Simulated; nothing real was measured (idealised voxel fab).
Documented hereafter: the process module known as voxel wiring stack.
Displayed cross-section: cut, width of 160 nm, square cells sized 5 nm.
Notation: cross-section as square-cell grid; stated in bands, top first, going down; one or more cell rows per band. In this notation a band is specified by the heights of its top and bottom, in that order and in nm, after which its materials appear from left to right, each paired with its width in nm. The word "throughout" attached to a single material means that material fills the band from edge to edge; the word "air" stands for empty space. Heights are reckoned from 0. Under this level, the received wafer is all of one material. The bottommost band is open-ended downward, for example "0 and below". Graded width ("30 to 40"): value in top row of band = first number; value in bottom row = second number; row-to-row change constant. Take "no alterations made" at face value: in the step it is given for, the cross-section changed in none of its cells. You'll see "Closed void list" listing empty spaces that have no way open to the top, as long as they're 8 cells or more; the notation is width x height at distance, where the distance is from the left edge, and all of it is in nm. Note: text after step settings on the step line = simulator remark on that step. "overlay nm" on a masked step: distance the mask lay right of its planned place, negative for left.
Plan
| 1 | RECEIVE (material Si) |
| 2 | CONFORMAL_DEP (material SiO2; thk nm 15) |
| 3 | DIRECTIONAL_DEP (material TiN; thk nm 5) |
| 4 | DIRECTIONAL_DEP (material W; thk nm 20) |
| 5 | MASKED_ETCH (tone cover; mask id METAL_1; width nm 20; pitch nm 50; etch materials W; depth nm 20; overlay nm 0) |
| 6 | MASKED_ETCH (tone cover; mask id METAL_1; width nm 20; pitch nm 50; etch materials TiN; depth nm 5; overlay nm 0) |
| 7 | FILL_DEP (material SiO2; thk nm 10) |
| 8 | CMP (height nm 40) |
| 9 | CONFORMAL_DEP (material SiCN; thk nm 5) |
| 10 | DIRECTIONAL_DEP (material SiO2; thk nm 20) |
| 11 | DIRECTIONAL_DEP (material aC; thk nm 15) |
| 12 | PATTERN (tone open; mask id PLUG_1; material resist; width nm 15; pitch nm 50; thk nm 35; overlay nm 0) |
| 13 | DIRECTIONAL_ETCH (etch materials aC; depth nm 15) |
| 14 | STRIP (etch materials resist) |
| 15 | DIRECTIONAL_ETCH (etch materials SiO2; depth nm 20) |
| 16 | DIRECTIONAL_ETCH (etch materials SiCN; depth nm 5) |
| 17 | STRIP (etch materials aC) |
| 18 | EPI (material Ru; thk nm 10) |
| 19 | EPI (material Ru; thk nm 10) |
| 20 | EPI (material Ru; thk nm 5) |
| 21 | DIRECTIONAL_DEP (material TiN; thk nm 5) |
| 22 | DIRECTIONAL_DEP (material Ru; thk nm 25) |
| 23 | PATTERN (tone cover; mask id METAL_2; material resist; width nm 20; pitch nm 50; thk nm 15; overlay nm 0) |
| 24 | DIRECTIONAL_ETCH (etch materials Ru; depth nm 25) |
| 25 | DIRECTIONAL_ETCH (etch materials TiN; depth nm 5) |
| 26 | STRIP (etch materials resist) |
| 27 | FILL_DEP (material SiO2; thk nm 10) |
| 28 | CMP (height nm 95) |
| 29 | CONFORMAL_DEP (material SiCN; thk nm 5) |
On the first of the two wafers: run conducted according to plan
As-received wafer cross-section (after step 1)
- 0 and below = Si throughout
- Closed void list: none
After step 2
- 15 down to 0 = SiO2 throughout
- Everything under 0 stays put, no change at all.
After step 3
- 20 down to 15 = TiN throughout
- Everything under 15 stays put, no change at all.
After step 4
- 40 down to 20 = W throughout
- Everything under 20 stays put, no change at all.
After step 5
- 40 down to 20 = air=20 | W=20 | air=30 | W=20 | air=30 | W=20 | air=20
- Everything under 20 stays put, no change at all.
After step 6
- 40 down to 20 = air=20 | W=20 | air=30 | W=20 | air=30 | W=20 | air=20
- 20 down to 15 = air=20 | TiN=20 | air=30 | TiN=20 | air=30 | TiN=20 | air=20
- Everything under 15 stays put, no change at all.
After step 7
- 50 down to 40 = SiO2 throughout
- 40 down to 20 = SiO2=20 | W=20 | SiO2=30 | W=20 | SiO2=30 | W=20 | SiO2=20
- 20 down to 15 = SiO2=20 | TiN=20 | SiO2=30 | TiN=20 | SiO2=30 | TiN=20 | SiO2=20
- Everything under 15 stays put, no change at all.
After step 8
- 40 down to 20 = SiO2=20 | W=20 | SiO2=30 | W=20 | SiO2=30 | W=20 | SiO2=20
- Everything under 20 stays put, no change at all.
After step 9
- 45 down to 40 = SiCN throughout
- Everything under 40 stays put, no change at all.
After step 10
- 65 down to 45 = SiO2 throughout
- Everything under 45 stays put, no change at all.
After step 11
- 80 down to 65 = aC throughout
- Everything under 65 stays put, no change at all.
After step 12
- 115 down to 80 = resist=20 | air=15 | resist=35 | air=15 | resist=35 | air=15 | resist=25
- Everything under 80 stays put, no change at all.
After step 13
- 100 down to 80 = resist=20 | air=15 | resist=35 | air=15 | resist=35 | air=15 | resist=25
- 80 down to 65 = aC=20 | air=15 | aC=35 | air=15 | aC=35 | air=15 | aC=25
- Everything under 65 stays put, no change at all.
After step 14
- 80 down to 65 = aC=20 | air=15 | aC=35 | air=15 | aC=35 | air=15 | aC=25
- Everything under 65 stays put, no change at all.
After step 15
- 80 down to 65 = aC=20 | air=15 | aC=35 | air=15 | aC=35 | air=15 | aC=25
- 65 down to 45 = SiO2=20 | air=15 | SiO2=35 | air=15 | SiO2=35 | air=15 | SiO2=25
- Everything under 45 stays put, no change at all.
After step 16
- 80 down to 65 = aC=20 | air=15 | aC=35 | air=15 | aC=35 | air=15 | aC=25
- 65 down to 45 = SiO2=20 | air=15 | SiO2=35 | air=15 | SiO2=35 | air=15 | SiO2=25
- 45 down to 40 = SiCN=20 | air=15 | SiCN=35 | air=15 | SiCN=35 | air=15 | SiCN=25
- Everything under 40 stays put, no change at all.
After step 17
- 65 down to 45 = SiO2=20 | air=15 | SiO2=35 | air=15 | SiO2=35 | air=15 | SiO2=25
- Everything under 45 stays put, no change at all.
After step 18
- 65 down to 50 = SiO2=20 | air=15 | SiO2=35 | air=15 | SiO2=35 | air=15 | SiO2=25
- 50 down to 45 = SiO2=20 | Ru=15 | SiO2=35 | Ru=15 | SiO2=35 | Ru=15 | SiO2=25
- 45 down to 40 = SiCN=20 | Ru=15 | SiCN=35 | Ru=15 | SiCN=35 | Ru=15 | SiCN=25
- Everything under 40 stays put, no change at all.
After step 19
- 65 down to 60 = SiO2=20 | air=15 | SiO2=35 | air=15 | SiO2=35 | air=15 | SiO2=25
- 60 down to 45 = SiO2=20 | Ru=15 | SiO2=35 | Ru=15 | SiO2=35 | Ru=15 | SiO2=25
- Everything under 45 stays put, no change at all.
After step 20
- 65 down to 45 = SiO2=20 | Ru=15 | SiO2=35 | Ru=15 | SiO2=35 | Ru=15 | SiO2=25
- Everything under 45 stays put, no change at all.
After step 21
- 70 down to 65 = TiN throughout
- Everything under 65 stays put, no change at all.
After step 22
- 95 down to 70 = Ru throughout
- Everything under 70 stays put, no change at all.
After step 23
- 110 down to 95 = air=20 | resist=20 | air=30 | resist=20 | air=30 | resist=20 | air=20
- Everything under 95 stays put, no change at all.
After step 24
- 110 down to 95 = air=20 | resist=20 | air=30 | resist=20 | air=30 | resist=20 | air=20
- 95 down to 70 = air=20 | Ru=20 | air=30 | Ru=20 | air=30 | Ru=20 | air=20
- Everything under 70 stays put, no change at all.
After step 25
- 110 down to 95 = air=20 | resist=20 | air=30 | resist=20 | air=30 | resist=20 | air=20
- 95 down to 70 = air=20 | Ru=20 | air=30 | Ru=20 | air=30 | Ru=20 | air=20
- 70 down to 65 = air=20 | TiN=20 | air=30 | TiN=20 | air=30 | TiN=20 | air=20
- Everything under 65 stays put, no change at all.
After step 26
- 95 down to 70 = air=20 | Ru=20 | air=30 | Ru=20 | air=30 | Ru=20 | air=20
- Everything under 70 stays put, no change at all.
After step 27
- 105 down to 95 = SiO2 throughout
- 95 down to 70 = SiO2=20 | Ru=20 | SiO2=30 | Ru=20 | SiO2=30 | Ru=20 | SiO2=20
- 70 down to 65 = SiO2=20 | TiN=20 | SiO2=30 | TiN=20 | SiO2=30 | TiN=20 | SiO2=20
- Everything under 65 stays put, no change at all.
After step 28
- 95 down to 70 = SiO2=20 | Ru=20 | SiO2=30 | Ru=20 | SiO2=30 | Ru=20 | SiO2=20
- Everything under 70 stays put, no change at all.
After step 29
- 100 down to 95 = SiCN throughout
- Everything under 95 stays put, no change at all.
Second wafer - shared start and plan with the first - one error in running - same as the first up to step 7 inclusive
Cross-section of the second wafer at the time by which step 8 should have been completed according to the plan
- 35 down to 20 = SiO2=20 | W=20 | SiO2=30 | W=20 | SiO2=30 | W=20 | SiO2=20
- Everything under 20 stays put, no change at all.
Cross-section of the second wafer at the time by which step 9 should have been completed according to the plan
- 40 down to 35 = SiCN throughout
- Everything under 35 stays put, no change at all.
Cross-section of the second wafer at the time by which step 10 should have been completed according to the plan
- 60 down to 40 = SiO2 throughout
- Everything under 40 stays put, no change at all.
Cross-section of the second wafer at the time by which step 11 should have been completed according to the plan
- 75 down to 60 = aC throughout
- Everything under 60 stays put, no change at all.
Cross-section of the second wafer at the time by which step 12 should have been completed according to the plan
- 110 down to 75 = resist=20 | air=15 | resist=35 | air=15 | resist=35 | air=15 | resist=25
- Everything under 75 stays put, no change at all.
Cross-section of the second wafer at the time by which step 13 should have been completed according to the plan
- 95 down to 75 = resist=20 | air=15 | resist=35 | air=15 | resist=35 | air=15 | resist=25
- 75 down to 60 = aC=20 | air=15 | aC=35 | air=15 | aC=35 | air=15 | aC=25
- Everything under 60 stays put, no change at all.
Cross-section of the second wafer at the time by which step 14 should have been completed according to the plan
- 75 down to 60 = aC=20 | air=15 | aC=35 | air=15 | aC=35 | air=15 | aC=25
- Everything under 60 stays put, no change at all.
Cross-section of the second wafer at the time by which step 15 should have been completed according to the plan
- 75 down to 60 = aC=20 | air=15 | aC=35 | air=15 | aC=35 | air=15 | aC=25
- 60 down to 40 = SiO2=20 | air=15 | SiO2=35 | air=15 | SiO2=35 | air=15 | SiO2=25
- Everything under 40 stays put, no change at all.
Cross-section of the second wafer at the time by which step 16 should have been completed according to the plan
- 75 down to 60 = aC=20 | air=15 | aC=35 | air=15 | aC=35 | air=15 | aC=25
- 60 down to 40 = SiO2=20 | air=15 | SiO2=35 | air=15 | SiO2=35 | air=15 | SiO2=25
- 40 down to 35 = SiCN=20 | air=15 | SiCN=35 | air=15 | SiCN=35 | air=15 | SiCN=25
- Everything under 35 stays put, no change at all.
Cross-section of the second wafer at the time by which step 17 should have been completed according to the plan
- 60 down to 40 = SiO2=20 | air=15 | SiO2=35 | air=15 | SiO2=35 | air=15 | SiO2=25
- Everything under 40 stays put, no change at all.
Cross-section of the second wafer at the time by which step 18 should have been completed according to the plan
- 60 down to 45 = SiO2=20 | air=15 | SiO2=35 | air=15 | SiO2=35 | air=15 | SiO2=25
- 45 down to 40 = SiO2=20 | Ru=15 | SiO2=35 | Ru=15 | SiO2=35 | Ru=15 | SiO2=25
- 40 down to 35 = SiCN=20 | Ru=15 | SiCN=35 | Ru=15 | SiCN=35 | Ru=15 | SiCN=25
- Everything under 35 stays put, no change at all.
Cross-section of the second wafer at the time by which step 19 should have been completed according to the plan
- 60 down to 55 = SiO2=20 | air=15 | SiO2=35 | air=15 | SiO2=35 | air=15 | SiO2=25
- 55 down to 40 = SiO2=20 | Ru=15 | SiO2=35 | Ru=15 | SiO2=35 | Ru=15 | SiO2=25
- Everything under 40 stays put, no change at all.
Cross-section of the second wafer at the time by which step 20 should have been completed according to the plan
- 60 down to 40 = SiO2=20 | Ru=15 | SiO2=35 | Ru=15 | SiO2=35 | Ru=15 | SiO2=25
- Everything under 40 stays put, no change at all.
Cross-section of the second wafer at the time by which step 21 should have been completed according to the plan
- 65 down to 60 = TiN throughout
- Everything under 60 stays put, no change at all.
Cross-section of the second wafer at the time by which step 22 should have been completed according to the plan
- 90 down to 65 = Ru throughout
- Everything under 65 stays put, no change at all.
Cross-section of the second wafer at the time by which step 23 should have been completed according to the plan
- 105 down to 90 = air=20 | resist=20 | air=30 | resist=20 | air=30 | resist=20 | air=20
- Everything under 90 stays put, no change at all.
Cross-section of the second wafer at the time by which step 24 should have been completed according to the plan
- 105 down to 90 = air=20 | resist=20 | air=30 | resist=20 | air=30 | resist=20 | air=20
- 90 down to 65 = air=20 | Ru=20 | air=30 | Ru=20 | air=30 | Ru=20 | air=20
- Everything under 65 stays put, no change at all.
Cross-section of the second wafer at the time by which step 25 should have been completed according to the plan
- 105 down to 90 = air=20 | resist=20 | air=30 | resist=20 | air=30 | resist=20 | air=20
- 90 down to 65 = air=20 | Ru=20 | air=30 | Ru=20 | air=30 | Ru=20 | air=20
- 65 down to 60 = air=20 | TiN=20 | air=30 | TiN=20 | air=30 | TiN=20 | air=20
- Everything under 60 stays put, no change at all.
Cross-section of the second wafer at the time by which step 26 should have been completed according to the plan
- 90 down to 65 = air=20 | Ru=20 | air=30 | Ru=20 | air=30 | Ru=20 | air=20
- Everything under 65 stays put, no change at all.
Cross-section of the second wafer at the time by which step 27 should have been completed according to the plan
- 100 down to 90 = SiO2 throughout
- 90 down to 65 = SiO2=20 | Ru=20 | SiO2=30 | Ru=20 | SiO2=30 | Ru=20 | SiO2=20
- 65 down to 60 = SiO2=20 | TiN=20 | SiO2=30 | TiN=20 | SiO2=30 | TiN=20 | SiO2=20
- Everything under 60 stays put, no change at all.
Cross-section of the second wafer at the time by which step 28 should have been completed according to the plan
- 95 down to 90 = SiO2 throughout
- Everything under 90 stays put, no change at all.
Cross-section of the second wafer at the time by which step 29 should have been completed according to the plan
- 100 down to 95 = SiCN throughout
- Everything under 95 stays put, no change at all.
What was the processing mistake? off-plan run, step 8, actual operation and settings CMP (height nm 35)
Once processing is complete, comparing cell counts shows that the second wafer has more or fewer of certain materials than the first: +12 SiO2, -12 W
